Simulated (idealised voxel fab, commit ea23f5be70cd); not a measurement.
Presented below is a process module, voxel self aligned vias.
Section cut is 285 nm wide and gridded with 5 nm square cells.
Cross-section layout: square cells on a grid; listed as bands, top to bottom; a band spans one or more cell rows. Basically the band line says how high the top is and how high the bottom is, in nm, and then what's in it from left to right, every material with its width in nm. Empty space shows up as "empty", and if a single material carries "all across" it runs the full band edge to edge. Zero point of the height axis is 0; under it, received wafer = one material. Lowest band: continues down indefinitely, "0..down". Per-row width for "30->40": begins at first number (top row of band), ends at second number (bottom row), increment between rows held constant. When a step is marked "no modification", none of the cells in the cross-section changed during that step. The entry titled "Closed void catalog" provides the empty spaces that have no open way to the top, restricted to those of 8 cells or more. Each is presented as width x height at distance, the distance being measured from the left edge, with all three in nm. Text after the settings on a step's line: the simulator's own remark on that step. A step's line can hold "overlay nm"; with a mask on that step, the setting says how far right of the planned place the mask lay, while a negative setting says it lay to the left.
The steps planned for the process are as follows
1: RECEIVE with material Si
2: CONFORMAL_DEP with material SiO2, thk nm 10
3: CONFORMAL_DEP with material SiCN, thk nm 5
4: DIRECTIONAL_DEP with material SiO2, thk nm 30
5: DIRECTIONAL_DEP with material aC, thk nm 10
6: PATTERN with tone open, mask id LINES, material resist, width nm 25, pitch nm 60, thk nm 25, overlay nm 0
7: DIRECTIONAL_ETCH with etch materials aC, depth nm 10
8: STRIP with etch materials resist
9: DIRECTIONAL_ETCH with etch materials SiO2, depth nm 30
10: STRIP with etch materials aC
11: CONFORMAL_DEP with material TiN, thk nm 5
12: FILL_DEP with material Ru, thk nm 10
13: CMP with height nm 45
14: SELECTIVE_ETCH with etch materials W Ru TiN, depth nm 10
15: FILL_DEP with material SiN, thk nm 10
16: CMP with height nm 45
17: DIRECTIONAL_DEP with material SiO2, thk nm 20
18: DIRECTIONAL_DEP with material aC, thk nm 10
19: PATTERN with tone open, mask id VIAS, material resist, width nm 45, pitch nm 60, thk nm 30, overlay nm 0
20: DIRECTIONAL_ETCH with etch materials aC, depth nm 10
21: STRIP with etch materials resist
22: DIRECTIONAL_ETCH with etch materials SiO2, depth nm 20
23: DIRECTIONAL_ETCH with etch materials SiN, depth nm 10
24: STRIP with etch materials aC
25: CONFORMAL_DEP with material TiN, thk nm 5
26: FILL_DEP with material Cu, thk nm 5
27: CMP with height nm 65
28: CONFORMAL_DEP with material SiN, thk nm 5
As-received wafer cross-section (after step 1)
	0..down  Si all across
	Closed void catalog: none
Cross-section, first of two wafers, end of module, run as planned
	70..65  SiN all across
	65..50  60 SiO2 | 5 TiN | 35 Cu | 5 TiN | 15 SiO2 | 5 TiN | 35 Cu | 5 TiN | 15 SiO2 | 5 TiN | 35 Cu | 5 TiN | 60 SiO2
	50..40  60->70 SiO2 | 15->5 TiN | 15 Cu | 15->5 TiN | 15->35 SiO2 | 15->5 TiN | 15 Cu | 15->5 TiN | 15->35 SiO2 | 15->5 TiN | 15 Cu | 15->5 TiN | 60->70 SiO2
	40..35  70 SiO2 | 25 TiN | 35 SiO2 | 25 TiN | 35 SiO2 | 25 TiN | 70 SiO2
	35..20  70 SiO2 | 5 TiN | 15 Ru | 5 TiN | 35 SiO2 | 5 TiN | 15 Ru | 5 TiN | 35 SiO2 | 5 TiN | 15 Ru | 5 TiN | 70 SiO2
	20..15  70 SiO2 | 25 TiN | 35 SiO2 | 25 TiN | 35 SiO2 | 25 TiN | 70 SiO2
	15..10  SiCN all across
	10..0  SiO2 all across
	0..down  Si all across
	Closed void catalog: none
End-of-module cross-section of the second wafer: identical starting point and process plan to the first, with one processing mistake
	70..65  SiN all across
	65..40  60 SiO2 | 5 TiN | 35 Cu | 5 TiN | 15 SiO2 | 5 TiN | 35 Cu | 5 TiN | 15 SiO2 | 5 TiN | 35 Cu | 5 TiN | 60 SiO2
	40..35  60 SiO2 | 45 TiN | 15 SiO2 | 45 TiN | 15 SiO2 | 45 TiN | 60 SiO2
	35..25  60 SiO2 | 15 TiN | 15 Ru | 15 TiN | 15 SiO2 | 15 TiN | 15 Ru | 15 TiN | 15 SiO2 | 15 TiN | 15 Ru | 15 TiN | 60 SiO2
	25..20  70 SiO2 | 5 TiN | 15 Ru | 5 TiN | 35 SiO2 | 5 TiN | 15 Ru | 5 TiN | 35 SiO2 | 5 TiN | 15 Ru | 5 TiN | 70 SiO2
	20..15  70 SiO2 | 25 TiN | 35 SiO2 | 25 TiN | 35 SiO2 | 25 TiN | 70 SiO2
	15..10  SiCN all across
	10..0  SiO2 all across
	0..down  Si all across
	Closed void catalog: none
Deviation from plan: step 22, plan: ran twice
End check, counted in cells, second wafer has more or fewer of these materials than the first: 24 more of Cu | 48 fewer of SiO2 | 24 more of TiN
